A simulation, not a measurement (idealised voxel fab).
Process module name: voxel air gaps
The width of the displayed cross-section, cut, is 165 nm; its cells are square, with a size of 5 nm.
A cross-section is written here as square cells arranged in a grid, and it is given in bands from the top down, each band taking up one or more rows of cells. This entry defines a band. It first specifies the height of the band's top and the height of its bottom in nm, and then specifies the band's materials from left to right, stating each material with its width in nm. The word "full width" identifies a single material that fills the band from edge to edge, while the word "blank" identifies empty space. Below 0: as-received wafer, all one material; heights counted from there. Lowest band: no bottom, goes on down, written "0 nm and below". Width "30 to 40": first value at the band's top row of cells, second value at its bottom row, equal change from row to row. What does "no alteration" mean for a step? It means no cell of the cross-section changed in that step. "Non-vented voids": sealed empty spaces, 8 cells or more, no open way to top, listed width x height at distance, with distance from the left edge and width, height and distance in nm. Post-settings text on a step line: simulator's own remark regarding the step. overlay nm: mask right of planned place by this much (step with mask). Neg. = left.

[Set out below are the planned steps of the process]
1,RECEIVE with material Si
2,CONFORMAL_DEP with material SiO2, thk nm 15
3,CONFORMAL_DEP with material SiCN, thk nm 5
4,DIRECTIONAL_DEP with material lowk, thk nm 30
5,DIRECTIONAL_DEP with material aC, thk nm 10
6,PATTERN with tone open, mask id LINES, material resist, width nm 15, pitch nm 45, thk nm 25, overlay nm 0
7,DIRECTIONAL_ETCH with etch materials aC, depth nm 10
8,STRIP with etch materials resist
9,DIRECTIONAL_ETCH with etch materials lowk, depth nm 30
10,STRIP with etch materials aC
11,CONFORMAL_DEP with material TiN, thk nm 5
12,FILL_DEP with material Ru, thk nm 5
13,CMP with height nm 50
14,EPI with material Ru, thk nm 10
15,SELECTIVE_ETCH with etch materials lowk, depth nm 40
16,CONFORMAL_DEP with material SiCN, thk nm 5
What sets these wafers apart? The width nm at step 6. They all start alike, and the plan carries the first wafer's value.

[After step 1, as received: first of several wafers, cross-section]
	0 nm and below: Si full width
	Non-vented voids: none

[Where each wafer stands at the end of the module, a row apiece: cells of each material gained (+) or lost (-) since it was received, then closed voids]
width nm 15, +57 Ru, +138 SiCN, +99 SiO2, +39 TiN, Non-vented voids: 20 x 20 at 50; 20 x 20 at 95
width nm 20, +78 Ru, +130 SiCN, +99 SiO2, +42 TiN, Non-vented voids: 15 x 20 at 50; 15 x 20 at 95
width nm 25, +99 Ru, +90 SiCN, +99 SiO2, +45 TiN, +48 lowk, Non-vented voids: none
width nm 30, +116 Ru, +90 SiCN, +99 SiO2, +48 TiN, +36 lowk, Non-vented voids: none
